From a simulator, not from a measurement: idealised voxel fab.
process module | voxel self aligned contacts
cross-section cut | 170 nm wide | cells 5 nm
A cross-section is a grid of square cells, given in bands from the top down. A band is one or more rows of cells.
Each band's line starts with the height of the band's top and of its bottom, in nm. Then come its materials from left to right, each with its width in nm. One material with "throughout" fills the band from edge to edge. "air" is empty space.
Height 0 is the level under which the wafer as received is all one material. The lowest band goes on downwards, as in "0 down".
A width such as "30 to 40" changes by the same amount from each row of cells to the next, from the band's top row to its bottom row.
"no change" after a step means that no cell of the cross-section changed.
closed voids: empty space of 8 cells or more with no open way to the top, each as width x height at its distance from the left edge, in nm
after a step's settings: what the simulator itself notes on the step
overlay nm, on a step with a mask: how far to the right of its planned place the mask lay; to the left if negative
plan
1 op RECEIVE | material Si
2 op OXIDIZE | depth nm 5
3 op DIRECTIONAL_DEP | material polySi | thk nm 20
4 op DIRECTIONAL_DEP | material SiN | thk nm 25
5 op DIRECTIONAL_DEP | material aC | thk nm 15
6 op PATTERN | tone cover | mask id GATE | material resist | width nm 35 | pitch nm 70 | thk nm 30 | overlay nm 0
7 op DIRECTIONAL_ETCH | etch materials aC | depth nm 15
8 op STRIP | etch materials resist
9 op DIRECTIONAL_ETCH | etch materials SiN | depth nm 25
10 op DIRECTIONAL_ETCH | etch materials polySi | depth nm 20
11 op STRIP | etch materials aC
12 op CONFORMAL_DEP | material SiN | thk nm 10
13 op DIRECTIONAL_ETCH | etch materials SiN | depth nm 10
14 op FILL_DEP | material SiO2 | thk nm 15
15 op CMP | height nm 50
16 op PATTERN | tone open | mask id CONTACT | material resist | width nm 55 | thk nm 20 | overlay nm 0
17 op DIRECTIONAL_ETCH | etch materials SiO2 | depth nm 55
18 op STRIP | etch materials resist
19 op CONFORMAL_DEP | material TiN | thk nm 5
20 op FILL_DEP | material Ru | thk nm 5
21 op CMP | height nm 50
22 op CONFORMAL_DEP | material SiCN | thk nm 5
first wafer, as planned
as received, after step 1
  0 down: Si throughout
  closed voids: none
after step 2
  0 to -5: SiO2 throughout
  below -5: unchanged
after step 3
  20 to 0: polySi throughout
  below 0: unchanged
after step 4
  45 to 20: SiN throughout
  below 20: unchanged
after step 5
  60 to 45: aC throughout
  below 45: unchanged
after step 6
  90 to 60: air 30 | resist 35 | air 35 | resist 35 | air 35
  below 60: unchanged
after step 7
  75 to 60: air 30 | resist 35 | air 35 | resist 35 | air 35
  60 to 45: air 30 | aC 35 | air 35 | aC 35 | air 35
  below 45: unchanged
after step 8
  60 to 45: air 30 | aC 35 | air 35 | aC 35 | air 35
  below 45: unchanged
after step 9
  60 to 45: air 30 | aC 35 | air 35 | aC 35 | air 35
  45 to 20: air 30 | SiN 35 | air 35 | SiN 35 | air 35
  below 20: unchanged
after step 10
  60 to 45: air 30 | aC 35 | air 35 | aC 35 | air 35
  45 to 20: air 30 | SiN 35 | air 35 | SiN 35 | air 35
  20 to 0: air 30 | polySi 35 | air 35 | polySi 35 | air 35
  below 0: unchanged
after step 11
  45 to 20: air 30 | SiN 35 | air 35 | SiN 35 | air 35
  below 20: unchanged
after step 12
  55 to 20: air 20 | SiN 55 | air 15 | SiN 55 | air 25
  20 to 10: air 20 | SiN 10 | polySi 35 | SiN 10 | air 15 | SiN 10 | polySi 35 | SiN 10 | air 25
  10 to 0: SiN 30 | polySi 35 | SiN 35 | polySi 35 | SiN 35
  below 0: unchanged
after step 13
  45 to 20: air 20 | SiN 55 | air 15 | SiN 55 | air 25
  20 to 0: air 20 | SiN 10 | polySi 35 | SiN 10 | air 15 | SiN 10 | polySi 35 | SiN 10 | air 25
  below 0: unchanged
after step 14
  60 to 45: SiO2 throughout
  45 to 20: SiO2 20 | SiN 55 | SiO2 15 | SiN 55 | SiO2 25
  20 to 0: SiO2 20 | SiN 10 | polySi 35 | SiN 10 | SiO2 15 | SiN 10 | polySi 35 | SiN 10 | SiO2 25
  below 0: unchanged
after step 15
  50 to 45: SiO2 throughout
  below 45: unchanged
after step 16
  70 to 50: resist 55 | air 55 | resist 60
  below 50: unchanged
after step 17
  70 to 50: resist 55 | air 55 | resist 60
  50 to 45: SiO2 55 | air 55 | SiO2 60
  45 to 20: SiO2 20 | SiN 55 | air 15 | SiN 55 | SiO2 25
  20 to 0: SiO2 20 | SiN 10 | polySi 35 | SiN 10 | air 15 | SiN 10 | polySi 35 | SiN 10 | SiO2 25
  0 to -5: SiO2 75 | air 15 | SiO2 80
  below -5: unchanged
after step 18
  50 to 45: SiO2 55 | air 55 | SiO2 60
  below 45: unchanged
after step 19
  55 to 50: TiN 60 | air 45 | TiN 65
  50 to 45: SiO2 55 | TiN 25 | air 5 | TiN 25 | SiO2 60
  45 to 20: SiO2 20 | SiN 55 | TiN 5 | air 5 | TiN 5 | SiN 55 | SiO2 25
  20 to 0: SiO2 20 | SiN 10 | polySi 35 | SiN 10 | TiN 5 | air 5 | TiN 5 | SiN 10 | polySi 35 | SiN 10 | SiO2 25
  0 to -5: SiO2 75 | TiN 15 | SiO2 80
  below -5: unchanged
after step 20
  60 to 55: Ru throughout
  55 to 50: TiN 60 | Ru 45 | TiN 65
  50 to 45: SiO2 55 | TiN 25 | Ru 5 | TiN 25 | SiO2 60
  45 to 20: SiO2 20 | SiN 55 | TiN 5 | Ru 5 | TiN 5 | SiN 55 | SiO2 25
  20 to 0: SiO2 20 | SiN 10 | polySi 35 | SiN 10 | TiN 5 | Ru 5 | TiN 5 | SiN 10 | polySi 35 | SiN 10 | SiO2 25
  below 0: unchanged
after step 21
  50 to 45: SiO2 55 | TiN 25 | Ru 5 | TiN 25 | SiO2 60
  below 45: unchanged
after step 22
  55 to 50: SiCN throughout
  below 50: unchanged
second wafer: like start, like plan, one mistake. Through step 21 it matches the first wafer
when step 22 should have ended
  55 to 50: polySi throughout
  below 50: unchanged
what went wrong: step 22 ran as: op CONFORMAL_DEP | material polySi | thk nm 5
at the end the second wafer has, in cells: 34 fewer of SiCN | 34 more of polySi
